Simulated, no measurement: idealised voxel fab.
Presented below is a process module, voxel self aligned vias.
Cross-sectional view cut (width: 270 nm; square cell size: 5 nm).
Throughout this document, each cross-section is represented as a grid of square cells and is presented as a sequence of bands enumerated from the top downward, where a band comprises one or more rows of cells. First you get the band's top height and its bottom height, in nm, and then the materials it's made of, left to right, with each width in nm. If you see a single material with "edge to edge", that one covers the band edge to edge. "air" is empty space. Heights are reckoned from 0. Under this level, the received wafer is all of one material. The bottommost band is open-ended downward, for example "0..down". The width entry "30->40" should be interpreted row by row: the top row of cells in the band takes the first number, the bottom row takes the second number, and the change between adjacent rows is uniform throughout. What does "nothing got changed" mean for a step? It means no cell of the cross-section changed in that step. "Closed internal cavities": empty spaces of 8 cells or more with no open way to the top, each given as width x height at distance, distance from the left edge, all in nm. Formally, on a step line, whatever follows the settings is a remark that the simulator itself makes on the step. overlay nm: where the mask lay relative to plan, measured to the right, on steps with a mask; negatives go left.
The following list gives the planned process steps
1,RECEIVE (material Si)
2,CONFORMAL_DEP (material SiO2; thk nm 15)
3,CONFORMAL_DEP (material SiCN; thk nm 5)
4,DIRECTIONAL_DEP (material lowk; thk nm 25)
5,MASKED_ETCH (tone open; mask id LINES; width nm 30; pitch nm 70; etch materials lowk; depth nm 25; overlay nm 0)
6,CONFORMAL_DEP (material TiN; thk nm 5)
7,FILL_DEP (material W; thk nm 10)
8,CMP (height nm 45)
9,SELECTIVE_ETCH (etch materials W Ru TiN; depth nm 5)
10,FILL_DEP (material SiN; thk nm 10)
11,CMP (height nm 45)
12,DIRECTIONAL_DEP (material lowk; thk nm 15)
13,DIRECTIONAL_DEP (material aC; thk nm 15)
14,PATTERN (tone open; mask id VIAS; material resist; width nm 50; pitch nm 70; thk nm 30; overlay nm 0)
15,DIRECTIONAL_ETCH (etch materials aC; depth nm 15)
16,STRIP (etch materials resist)
17,DIRECTIONAL_ETCH (etch materials lowk; depth nm 15)
18,DIRECTIONAL_ETCH (etch materials SiN; depth nm 5)
19,STRIP (etch materials aC)
20,CONFORMAL_DEP (material TiN; thk nm 5)
21,FILL_DEP (material W; thk nm 5)
22,CMP (height nm 60)
23,CONFORMAL_DEP (material SiN; thk nm 5)
Received-state cross-section, reflecting completion of step 1
    0..down = Si edge to edge
    Closed internal cavities: none
The module was run from the start shown above using the plan shown above, but one mistake was made doing it; the resulting wafer cross-section is below
    65..60 = SiN edge to edge
    60..45 = lowk 40  TiN 5  W 40  TiN 5  lowk 20  TiN 5  W 40  TiN 5  lowk 20  TiN 5  W 40  TiN 5  lowk 40
    45..40 = lowk 40  TiN 50  lowk 20  TiN 50  lowk 20  TiN 50  lowk 40
    40..30 = lowk 40  TiN 15  W 20  TiN 15  lowk 20  TiN 15  W 20  TiN 15  lowk 20  TiN 15  W 20  TiN 15  lowk 40
    30..25 = lowk 50  TiN 5  W 20  TiN 5  lowk 40  TiN 5  W 20  TiN 5  lowk 40  TiN 5  W 20  TiN 5  lowk 50
    25..20 = lowk 50  TiN 30  lowk 40  TiN 30  lowk 40  TiN 30  lowk 50
    20..15 = SiCN edge to edge
    15..0 = SiO2 edge to edge
    0..down = Si edge to edge
    Closed internal cavities: none
Short version of what went wrong: step 17, plan: ran twice
